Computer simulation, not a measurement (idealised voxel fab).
A process module follows: voxel self aligned vias.
Cross-section cut spans 295 nm and uses square cells 5 nm in size.
When this document writes out a cross-section, it uses a grid of square cells and lists it as bands, beginning at the top and moving down, with a band standing for one or more rows of cells.
For a band, the entry starts with two heights in nm, that of the top and then that of the bottom, and carries on with the band's materials in order from left to right, each alongside its width in nm; the word "everywhere" beside a single material means it fills the band edge to edge, and "blank" means empty space.
Height reference: 0 = level under which incoming wafer is all one material. Lowest band: no bottom, runs on downward, e.g. "top 0, no bottom".
The notation "30->40" denotes a width that varies across the rows of cells in the band, beginning at the first number in the top row, finishing at the second number in the bottom row, and changing by an identical amount from each row to the next.
A step reported as "all unchanged" is a step in which no cell of the cross-section changed.
"Non-vented voids" - sealed voids, min. 8 cells, no opening to top; format: width x height at distance (distance from left edge; nm throughout).
Step line, after settings: the simulator's comment on this step.
A step's line can hold "overlay nm"; with a mask on that step, the setting says how far right of the planned place the mask lay, while a negative setting says it lay to the left.

**Below is the list of planned process steps**
1: RECEIVE (material Si)
2: CONFORMAL_DEP (material SiO2; thk nm 15)
3: CONFORMAL_DEP (material SiCN; thk nm 5)
4: DIRECTIONAL_DEP (material lowk; thk nm 25)
5: MASKED_ETCH (tone open; mask id LINES; width nm 20; pitch nm 70; etch materials lowk; depth nm 25; overlay nm 0)
6: CONFORMAL_DEP (material TiN; thk nm 5)
7: FILL_DEP (material W; thk nm 10)
8: CMP (height nm 45)
9: SELECTIVE_ETCH (etch materials W Ru TiN; depth nm 10)
10: FILL_DEP (material SiN; thk nm 5)
11: CMP (height nm 45)
12: DIRECTIONAL_DEP (material lowk; thk nm 20)
13: DIRECTIONAL_DEP (material aC; thk nm 15)
14: PATTERN (tone open; mask id VIAS; material resist; width nm 40; pitch nm 70; thk nm 35; overlay nm 0)
15: DIRECTIONAL_ETCH (etch materials aC; depth nm 15)
16: STRIP (etch materials resist)
17: DIRECTIONAL_ETCH (etch materials lowk; depth nm 20)
18: DIRECTIONAL_ETCH (etch materials SiN; depth nm 10)
19: STRIP (etch materials aC)
20: CONFORMAL_DEP (material TiN; thk nm 5)
21: FILL_DEP (material Cu; thk nm 10)
22: CMP (height nm 65)
23: CONFORMAL_DEP (material SiCN; thk nm 5)

**So this is the incoming wafer in cross-section - it's already been through step 1**
  top 0, no bottom = Si everywhere
  Non-vented voids: none

**Same starting wafer, same plan as above, one mistake in the execution; this is the cross-section at the end of the module**
  top 70, bottom 65 = SiCN everywhere
  top 65, bottom 45 = lowk: 55 / TiN: 5 / Cu: 30 / TiN: 5 / lowk: 30 / TiN: 5 / Cu: 30 / TiN: 5 / lowk: 30 / TiN: 5 / Cu: 30 / TiN: 5 / lowk: 60
  top 45, bottom 40 = SiN: 55 / TiN: 15 / Cu: 10 / TiN: 15 / SiN: 30 / TiN: 15 / Cu: 10 / TiN: 15 / SiN: 30 / TiN: 15 / Cu: 10 / TiN: 15 / SiN: 60
  top 40, bottom 35 = lowk: 65 / TiN: 20 / lowk: 50 / TiN: 20 / lowk: 50 / TiN: 20 / lowk: 70
  top 35, bottom 20 = lowk: 65 / TiN: 5 / W: 10 / TiN: 5 / lowk: 50 / TiN: 5 / W: 10 / TiN: 5 / lowk: 50 / TiN: 5 / W: 10 / TiN: 5 / lowk: 70
  top 20, bottom 15 = lowk: 65 / TiN: 20 / lowk: 50 / TiN: 20 / lowk: 50 / TiN: 20 / lowk: 70
  top 15, bottom 0 = SiO2 everywhere
  top 0, no bottom = Si everywhere
  Non-vented voids: none
Here's what went sideways: plan step 3 never ran because it was skipped
